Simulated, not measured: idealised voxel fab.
Documented hereafter: the process module known as voxel self aligned vias.
We display cut, a cross-section 200 nm in width whose square cells are each 5 nm.
The cross-sections in this document take the form of a grid made of square cells. They are written out as bands, in order from top to bottom. Each band consists of one or more rows of cells. Band: top height; bottom height; in nm. Then, left to right: material with width in nm, for each material. "throughout": a single material spanning edge to edge. "air": empty space. For the purposes of this specification, 0 denotes the height below which the wafer in its as-received condition is composed wholly of one material, and the lowermost band, lacking a lower limit, extends downward without end, as expressed in "top 0, no bottom". The expression "30->40" gives the width at the extremes of the band, the first number at its top row of cells and the second at its bottom row, with the width changing by equal amounts from each row to the next in between. "remains unaltered" for a step: no cell of the cross-section changed in that step. For the entry "Closed void catalog", the listed items are empty spaces with no open way to the top whose size is 8 cells or more; each item follows the pattern width x height at distance, where distance is from the left edge and all three are in nm. after a step's settings: what the simulator itself notes on the step. overlay nm: mask right of planned place by this much (step with mask). Neg. = left.
-- This section lists the process steps that were planned
step 1: op RECEIVE | material Si
step 2: op CONFORMAL_DEP | material SiO2 | thk nm 15
step 3: op CONFORMAL_DEP | material SiCN | thk nm 5
step 4: op DIRECTIONAL_DEP | material SiO2 | thk nm 20
step 5: op DIRECTIONAL_DEP | material aC | thk nm 10
step 6: op PATTERN | tone open | mask id LINES | material resist | width nm 20 | pitch nm 65 | thk nm 25 | overlay nm 0
step 7: op DIRECTIONAL_ETCH | etch materials aC | depth nm 10
step 8: op STRIP | etch materials resist
step 9: op DIRECTIONAL_ETCH | etch materials SiO2 | depth nm 20
step 10: op STRIP | etch materials aC
step 11: op CONFORMAL_DEP | material TiN | thk nm 5
step 12: op FILL_DEP | material Ru | thk nm 5
step 13: op CMP | height nm 40
step 14: op SELECTIVE_ETCH | etch materials W Ru TiN | depth nm 10
step 15: op FILL_DEP | material SiN | thk nm 5
step 16: op CMP | height nm 40
step 17: op DIRECTIONAL_DEP | material SiO2 | thk nm 20
step 18: op PATTERN | tone open | mask id VIAS | material resist | width nm 40 | pitch nm 65 | thk nm 20 | overlay nm 0
step 19: op DIRECTIONAL_ETCH | etch materials SiO2 | depth nm 20
step 20: op DIRECTIONAL_ETCH | etch materials SiN | depth nm 10
step 21: op STRIP | etch materials resist
step 22: op CONFORMAL_DEP | material TiN | thk nm 5
step 23: op FILL_DEP | material W | thk nm 10
step 24: op CMP | height nm 60
step 25: op CONFORMAL_DEP | material SiN | thk nm 5
-- The first of the two wafers, which ran as planned
-- Wafer as received: cross-section following step 1
> top 0, no bottom = Si throughout
> Closed void catalog: none
-- After step 2, in cross-section
> top 15, bottom 0 = SiO2 throughout
> below 0: unchanged
-- After step 3, in cross-section
> top 20, bottom 15 = SiCN throughout
> below 15: unchanged
-- After step 4, in cross-section
> top 40, bottom 20 = SiO2 throughout
> below 20: unchanged
-- After step 5, in cross-section
> top 50, bottom 40 = aC throughout
> below 40: unchanged
-- After step 6, in cross-section
> top 75, bottom 50 = 55 nm resist, 20 nm air, 45 nm resist, 20 nm air, 60 nm resist
> below 50: unchanged
-- After step 7, in cross-section
> top 65, bottom 50 = 55 nm resist, 20 nm air, 45 nm resist, 20 nm air, 60 nm resist
> top 50, bottom 40 = 55 nm aC, 20 nm air, 45 nm aC, 20 nm air, 60 nm aC
> below 40: unchanged
-- After step 8, in cross-section
> top 50, bottom 40 = 55 nm aC, 20 nm air, 45 nm aC, 20 nm air, 60 nm aC
> below 40: unchanged
-- After step 9, in cross-section
> top 50, bottom 40 = 55 nm aC, 20 nm air, 45 nm aC, 20 nm air, 60 nm aC
> top 40, bottom 20 = 55 nm SiO2, 20 nm air, 45 nm SiO2, 20 nm air, 60 nm SiO2
> below 20: unchanged
-- After step 10, in cross-section
> top 40, bottom 20 = 55 nm SiO2, 20 nm air, 45 nm SiO2, 20 nm air, 60 nm SiO2
> below 20: unchanged
-- After step 11, in cross-section
> top 45, bottom 40 = 60 nm TiN, 10 nm air, 55 nm TiN, 10 nm air, 65 nm TiN
> top 40, bottom 25 = 55 nm SiO2, 5 nm TiN, 10 nm air, 5 nm TiN, 45 nm SiO2, 5 nm TiN, 10 nm air, 5 nm TiN, 60 nm SiO2
> top 25, bottom 20 = 55 nm SiO2, 20 nm TiN, 45 nm SiO2, 20 nm TiN, 60 nm SiO2
> below 20: unchanged
-- After step 12, in cross-section
> top 50, bottom 45 = Ru throughout
> top 45, bottom 40 = 60 nm TiN, 10 nm Ru, 55 nm TiN, 10 nm Ru, 65 nm TiN
> top 40, bottom 25 = 55 nm SiO2, 5 nm TiN, 10 nm Ru, 5 nm TiN, 45 nm SiO2, 5 nm TiN, 10 nm Ru, 5 nm TiN, 60 nm SiO2
> below 25: unchanged
-- After step 13, in cross-section
> top 40, bottom 25 = 55 nm SiO2, 5 nm TiN, 10 nm Ru, 5 nm TiN, 45 nm SiO2, 5 nm TiN, 10 nm Ru, 5 nm TiN, 60 nm SiO2
> below 25: unchanged
-- After step 14, in cross-section
> top 40, bottom 30 = 55 nm SiO2, 20 nm air, 45 nm SiO2, 20 nm air, 60 nm SiO2
> below 30: unchanged
-- After step 15, in cross-section
> top 45, bottom 40 = SiN throughout
> top 40, bottom 30 = 55 nm SiO2, 20 nm SiN, 45 nm SiO2, 20 nm SiN, 60 nm SiO2
> below 30: unchanged
-- After step 16, in cross-section
> top 40, bottom 30 = 55 nm SiO2, 20 nm SiN, 45 nm SiO2, 20 nm SiN, 60 nm SiO2
> below 30: unchanged
-- After step 17, in cross-section
> top 60, bottom 40 = SiO2 throughout
> below 40: unchanged
-- After step 18, in cross-section
> top 80, bottom 60 = 45 nm resist, 40 nm air, 25 nm resist, 40 nm air, 50 nm resist
> below 60: unchanged
-- After step 19, in cross-section
> top 80, bottom 60 = 45 nm resist, 40 nm air, 25 nm resist, 40 nm air, 50 nm resist
> top 60, bottom 40 = 45 nm SiO2, 40 nm air, 25 nm SiO2, 40 nm air, 50 nm SiO2
> below 40: unchanged
-- After step 20, in cross-section
> top 80, bottom 60 = 45 nm resist, 40 nm air, 25 nm resist, 40 nm air, 50 nm resist
> top 60, bottom 40 = 45 nm SiO2, 40 nm air, 25 nm SiO2, 40 nm air, 50 nm SiO2
> top 40, bottom 30 = 55 nm SiO2, 20 nm air, 45 nm SiO2, 20 nm air, 60 nm SiO2
> below 30: unchanged
-- After step 21, in cross-section
> top 60, bottom 40 = 45 nm SiO2, 40 nm air, 25 nm SiO2, 40 nm air, 50 nm SiO2
> below 40: unchanged
-- After step 22, in cross-section
> top 65, bottom 60 = 50 nm TiN, 30 nm air, 35 nm TiN, 30 nm air, 55 nm TiN
> top 60, bottom 45 = 45 nm SiO2, 5 nm TiN, 30 nm air, 5 nm TiN, 25 nm SiO2, 5 nm TiN, 30 nm air, 5 nm TiN, 50 nm SiO2
> top 45, bottom 35 = 45->55 nm SiO2, 15->5 nm TiN, 10 nm air, 15->5 nm TiN, 25->45 nm SiO2, 15->5 nm TiN, 10 nm air, 15->5 nm TiN, 50->60 nm SiO2
> top 35, bottom 30 = 55 nm SiO2, 20 nm TiN, 45 nm SiO2, 20 nm TiN, 60 nm SiO2
> below 30: unchanged
-- After step 23, in cross-section
> top 75, bottom 65 = W throughout
> top 65, bottom 60 = 50 nm TiN, 30 nm W, 35 nm TiN, 30 nm W, 55 nm TiN
> top 60, bottom 45 = 45 nm SiO2, 5 nm TiN, 30 nm W, 5 nm TiN, 25 nm SiO2, 5 nm TiN, 30 nm W, 5 nm TiN, 50 nm SiO2
> top 45, bottom 35 = 45->55 nm SiO2, 15->5 nm TiN, 10 nm W, 15->5 nm TiN, 25->45 nm SiO2, 15->5 nm TiN, 10 nm W, 15->5 nm TiN, 50->60 nm SiO2
> below 35: unchanged
-- After step 24, in cross-section
> top 60, bottom 45 = 45 nm SiO2, 5 nm TiN, 30 nm W, 5 nm TiN, 25 nm SiO2, 5 nm TiN, 30 nm W, 5 nm TiN, 50 nm SiO2
> below 45: unchanged
-- After step 25, in cross-section
> top 65, bottom 60 = SiN throughout
> below 60: unchanged
-- Now the other wafer: same start, same recipe, but we messed up one thing when running it. Up to and including step 23 it's the same as the first one
-- Cross-sectional representation of the second wafer at the time designated in the plan for the completion of step 24
> top 50, bottom 40 = 45 nm SiO2, 5->15 nm TiN, 30->10 nm W, 5->15 nm TiN, 25 nm SiO2, 5->15 nm TiN, 30->10 nm W, 5->15 nm TiN, 50 nm SiO2
> below 40: unchanged
-- Cross-sectional representation of the second wafer at the time designated in the plan for the completion of step 25
> top 55, bottom 50 = SiN throughout
> below 50: unchanged
What went wrong in running the wafer? step 24 was not run as planned; what actually ran was op CMP | height nm 50
The second wafer ends with more or fewer cells of some materials than the first, per final count: -48 SiO2, -8 TiN, -24 W
